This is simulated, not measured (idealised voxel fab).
Documented hereafter: the process module known as voxel capacitor over wiring.
Cross-section cut: width 220 nm, square cells of 5 nm.
Cross-section = grid of square cells, listed top down in bands; band = one or more rows.
Band: top and bottom heights (nm) first, top before bottom; then materials from left to right, widths in nm. "edge to edge" marks a sole material filling the band edge to edge. "blank" denotes empty space.
Ref level 0: as-received wafer is one material below here. Bottom band extends down with no lower bound ("top 0, no bottom").
Graded width ("30 to 40"): value in top row of band = first number; value in bottom row = second number; row-to-row change constant.
Key: "all unchanged" - step with no changed cell in the cross-section.
Empty spaces counting at least 8 cells and having no open way to the top are listed in "Sealed-off cavities". The notation width x height at distance is used for each, the distance being from the left edge and all three values in nm.
Step line, after settings: the simulator's comment on this step.
The setting "overlay nm" may be written on the line of a step. When the step uses a mask, the value reports how far to the right of the planned place the mask lay, and a negative value reports that it lay to the left.

### Process steps (planned)
1 RECEIVE | material Si
2 CONFORMAL_DEP | material SiO2 | thk nm 15
3 CONFORMAL_DEP | material SiN | thk nm 5
4 DIRECTIONAL_DEP | material SiO2 | thk nm 25
5 MASKED_ETCH | tone open | mask id METAL_1 | width nm 20 | pitch nm 80 | etch materials SiO2 | depth nm 25 | overlay nm 0
6 MASKED_ETCH | tone open | mask id METAL_1 | width nm 20 | pitch nm 80 | etch materials SiN | depth nm 5 | overlay nm 0
7 CONFORMAL_DEP | material TiN | thk nm 5
8 FILL_DEP | material Ru | thk nm 10
9 CMP | height nm 45
10 EPI | material Ru | thk nm 5
11 FILL_DEP | material SiCN | thk nm 5
12 DIRECTIONAL_DEP | material lowk | thk nm 10
13 MASKED_ETCH | tone open | mask id PLUG_1 | width nm 15 | etch materials lowk | depth nm 10 | overlay nm 0
14 MASKED_ETCH | tone open | mask id PLUG_1 | width nm 15 | etch materials SiCN | depth nm 5 | overlay nm 0
15 EPI | material Ru | thk nm 10
16 EPI | material Ru | thk nm 5
17 DIRECTIONAL_DEP | material TiN | thk nm 10
18 DIRECTIONAL_DEP | material Al2O3 | thk nm 5
19 DIRECTIONAL_DEP | material TiN | thk nm 10
20 PATTERN | tone cover | mask id UPPER_PLATE | material resist | width nm 65 | thk nm 20 | overlay nm 0
21 DIRECTIONAL_ETCH | etch materials TiN | depth nm 10
22 DIRECTIONAL_ETCH | etch materials Al2O3 | depth nm 5
23 STRIP | etch materials resist
24 DIRECTIONAL_DEP | material aC | thk nm 15
25 PATTERN | tone cover | mask id LOWER_PLATE | material resist | width nm 75 | thk nm 30 | overlay nm 0
26 DIRECTIONAL_ETCH | etch materials aC | depth nm 15
27 STRIP | etch materials resist
28 DIRECTIONAL_ETCH | etch materials TiN | depth nm 10
29 STRIP | etch materials aC
30 FILL_DEP | material SiO2 | thk nm 15
31 CMP | height nm 100
32 DIRECTIONAL_DEP | material aC | thk nm 15
33 PATTERN | tone open | mask id PLUG_2 | material resist | width nm 15 | thk nm 35 | overlay nm 0
34 DIRECTIONAL_ETCH | etch materials aC | depth nm 15
35 STRIP | etch materials resist
36 DIRECTIONAL_ETCH | etch materials SiO2 | depth nm 10
37 STRIP | etch materials aC
38 CONFORMAL_DEP | material TiN | thk nm 5
39 FILL_DEP | material Ru | thk nm 5
40 CMP | height nm 100
41 CONFORMAL_DEP | material SiN | thk nm 5

### as received, after step 1
top 0, no bottom: Si edge to edge
Sealed-off cavities: none

### What the wafer looks like in cross-section after this module, when it starts as shown above and follows the plan above but one mistake is made in running it
top 105, bottom 100: SiN edge to edge
top 100, bottom 90: SiO2=65; TiN=25; SiO2=130
top 90, bottom 85: SiO2=65; Al2O3=25; TiN=40; SiO2=90
top 85, bottom 80: SiO2=60; TiN=70; SiO2=90
top 80, bottom 75: SiO2=60; TiN=30; Al2O3=40; SiO2=90
top 75, bottom 65: SiO2=55; Ru=35; TiN=45; SiO2=85
top 65, bottom 55: lowk=65; Ru=15; lowk=140
top 55, bottom 50: SiCN=65; Ru=15; SiCN=140
top 50, bottom 45: SiCN=55; Ru=30; SiCN=50; Ru=30; SiCN=55
top 45, bottom 20: SiO2=60; TiN=5; Ru=10; TiN=5; SiO2=60; TiN=5; Ru=10; TiN=5; SiO2=60
top 20, bottom 15: SiN=60; TiN=20; SiN=60; TiN=20; SiN=60
top 15, bottom 0: SiO2 edge to edge
top 0, no bottom: Si edge to edge
Sealed-off cavities: none
The plan and the run diverged here: step 15 in the plan was executed twice
